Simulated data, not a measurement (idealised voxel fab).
The process module presented herein is designated voxel fin reveal.
It is cross-section cut that appears here, measuring 295 nm in width, its square cells being 5 nm in size.
When this document writes out a cross-section, it uses a grid of square cells and lists it as bands, beginning at the top and moving down, with a band standing for one or more rows of cells. What a band's entry tells you: where the top is and where the bottom is, as heights in nm, and after that what lies inside, material by material from left to right, each with its width in nm. Empty space is written as the word "blank", and a single material marked with the word "full width" occupies the band from edge to edge. Beneath 0, the wafer as received is one material, and that level is where height counting begins. The lowest band goes on downward without a bottom; it is written like "z 0 and below". The expression "30..40" gives the width at the extremes of the band, the first number at its top row of cells and the second at its bottom row, with the width changing by equal amounts from each row to the next in between. You'll sometimes find "no change" written for a step, and that's the way of saying that nowhere in the cross-section did a cell change during that step. "Entrapped void list" lists enclosed empty spaces (at least 8 cells, no open path upward to the top), each as width x height at distance from the left edge, in nm. That trailing text on a step's line, after the settings, is the simulator's own remark on the step. overlay nm: step with mask; distance mask lay right of planned place; negative value = left of planned place.
[The steps planned for the process are as follows]
step 1: RECEIVE [material Si]
step 2: CONFORMAL_DEP [material SiN] [thk nm 5]
step 3: MASKED_ETCH [tone cover] [mask id FINS] [width nm 15] [pitch nm 45] [etch materials SiN] [depth nm 5] [overlay nm 0]
step 4: MASKED_ETCH [tone cover] [mask id FINS] [width nm 15] [pitch nm 45] [etch materials Si] [depth nm 30] [overlay nm 0]
step 5: OXIDIZE [depth nm 5]
step 6: FILL_DEP [material SiO2] [thk nm 5]
step 7: CMP [height nm 5]
step 8: SELECTIVE_ETCH [etch materials SiO2] [depth nm 25]
step 9: STRIP [etch materials SiN]
[Run as planned: first of two wafers]
[Cross-section of the wafer upon arrival, representing the state reached after step 1]
	z 0 and below = Si full width
	Entrapped void list: none
[Cross-section of the wafer subsequent to step 2]
	z 5 to 0 = SiN full width
	Everything under 0 stays put, no change at all.
[Cross-section of the wafer subsequent to step 3]
	z 5 to 0 = blank=95  SiN=15  blank=30  SiN=15  blank=30  SiN=15  blank=95
	Everything under 0 stays put, no change at all.
[Cross-section of the wafer subsequent to step 4]
	z 5 to 0 = blank=95  SiN=15  blank=30  SiN=15  blank=30  SiN=15  blank=95
	z 0 to -30 = blank=95  Si=15  blank=30  Si=15  blank=30  Si=15  blank=95
	Everything under -30 stays put, no change at all.
[Cross-section of the wafer subsequent to step 5]
	z 5 to 0 = blank=95  SiN=15  blank=30  SiN=15  blank=30  SiN=15  blank=95
	z 0 to -30 = blank=95  SiO2=5  Si=5  SiO2=5  blank=30  SiO2=5  Si=5  SiO2=5  blank=30  SiO2=5  Si=5  SiO2=5  blank=95
	z -30 to -35 = SiO2=100  Si=5  SiO2=40  Si=5  SiO2=40  Si=5  SiO2=100
	Everything under -35 stays put, no change at all.
[Cross-section of the wafer subsequent to step 6]
	z 10 to 5 = SiO2 full width
	z 5 to 0 = SiO2=95  SiN=15  SiO2=30  SiN=15  SiO2=30  SiN=15  SiO2=95
	z 0 to -35 = SiO2=100  Si=5  SiO2=40  Si=5  SiO2=40  Si=5  SiO2=100
	Everything under -35 stays put, no change at all.
[Cross-section of the wafer subsequent to step 7]
	z 5 to 0 = SiO2=95  SiN=15  SiO2=30  SiN=15  SiO2=30  SiN=15  SiO2=95
	Everything under 0 stays put, no change at all.
[Cross-section of the wafer subsequent to step 8]
	z 5 to 0 = blank=95  SiN=15  blank=30  SiN=15  blank=30  SiN=15  blank=95
	z 0 to -20 = blank=100  Si=5  blank=40  Si=5  blank=40  Si=5  blank=100
	Everything under -20 stays put, no change at all.
[Cross-section of the wafer subsequent to step 9]
	z 0 to -20 = blank=100  Si=5  blank=40  Si=5  blank=40  Si=5  blank=100
	Everything under -20 stays put, no change at all.
[The second wafer: identical to the first at the outset and in its planned sequence, differing only in that one mistake was made during processing; up to and including step 7, its path is the first wafer's path]
[Second wafer at the planned finish of step 8, seen in cross-section]
	z 5 to 0 = blank=95  SiN=15  blank=30  SiN=15  blank=30  SiN=15  blank=95
	z 0 to -35 = blank=100  Si=5  blank=40  Si=5  blank=40  Si=5  blank=100
	Everything under -35 stays put, no change at all.
[Second wafer at the planned finish of step 9, seen in cross-section]
	z 0 to -35 = blank=100  Si=5  blank=40  Si=5  blank=40  Si=5  blank=100
	Everything under -35 stays put, no change at all.
Which mistake was made when the wafer was run? step 8 from the plan got run twice
At the finish, the second wafer shows more or fewer cells for some materials than the first does: SiO2 -168
